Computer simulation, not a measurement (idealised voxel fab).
Presented below is a process module, voxel air gaps.
Displayed cross-section: cut, width of 225 nm, square cells sized 5 nm.
Each cross-section below is a grid of square cells, stated as bands in top-down order, with one or more rows of cells making up each band.
Top height, bottom height, nm. Materials left to right, width each, nm. Single material + "edge to edge" = fills band edge to edge. "blank" = empty.
Below 0: as-received wafer, all one material; heights counted from there. Lowest band: no bottom, goes on down, written "0 down".
The expression "30->40" gives the width at the extremes of the band, the first number at its top row of cells and the second at its bottom row, with the width changing by equal amounts from each row to the next in between.
"no change" after a step means that no cell of the cross-section changed.
Reported under the label "Cavities, sealed" are the empty spaces having no open way to the top and comprising 8 cells or more; the notation for each is width x height at distance, in which the distance is measured from the left edge and all three values are in nm.
Heads up: the bit after the settings on a step's line is the simulator's remark on that step.
On any step carrying a mask, the "overlay nm" setting, if present on the step's line, tells how far right of its planned place the mask lay; negative values point to the left.

-- These are the steps we planned for the process
1) RECEIVE,material Si
2) CONFORMAL_DEP,material SiO2,thk nm 10
3) CONFORMAL_DEP,material SiCN,thk nm 5
4) DIRECTIONAL_DEP,material SiO2,thk nm 40
5) PATTERN,tone open,mask id LINES,material resist,width nm 20,pitch nm 45,thk nm 15,overlay nm 0
6) DIRECTIONAL_ETCH,etch materials SiO2,depth nm 40
7) STRIP,etch materials resist
8) CONFORMAL_DEP,material TiN,thk nm 5
9) FILL_DEP,material W,thk nm 10
10) CMP,height nm 55
11) EPI,material Ru,thk nm 10
12) SELECTIVE_ETCH,etch materials SiO2,depth nm 50
13) CONFORMAL_DEP,material SiCN,thk nm 5

-- Received-state cross-section, reflecting completion of step 1
* 0 down | Si edge to edge
* Cavities, sealed: none

-- Result of the module, cross-sectioned: start per above, plan per above, one error in how it was run
* 70 to 65 | SiCN edge to edge
* 65 to 55 | Ru edge to edge
* 55 to 20 | 50 of W, 5 of TiN, 20 of SiO2, 5 of TiN, 15 of W, 5 of TiN, 20 of SiO2, 5 of TiN, 15 of W, 5 of TiN, 20 of SiO2, 5 of TiN, 55 of W
* 20 to 15 | 55 of TiN, 20 of SiO2, 25 of TiN, 20 of SiO2, 25 of TiN, 20 of SiO2, 60 of TiN
* 15 to 10 | SiCN edge to edge
* 10 to 0 | SiO2 edge to edge
* 0 down | Si edge to edge
* Cavities, sealed: none
Error vs. plan: step 5 ran with different settings than intended, the actual operation and settings being PATTERN,tone cover,mask id LINES,material resist,width nm 20,pitch nm 45,thk nm 15,overlay nm 0
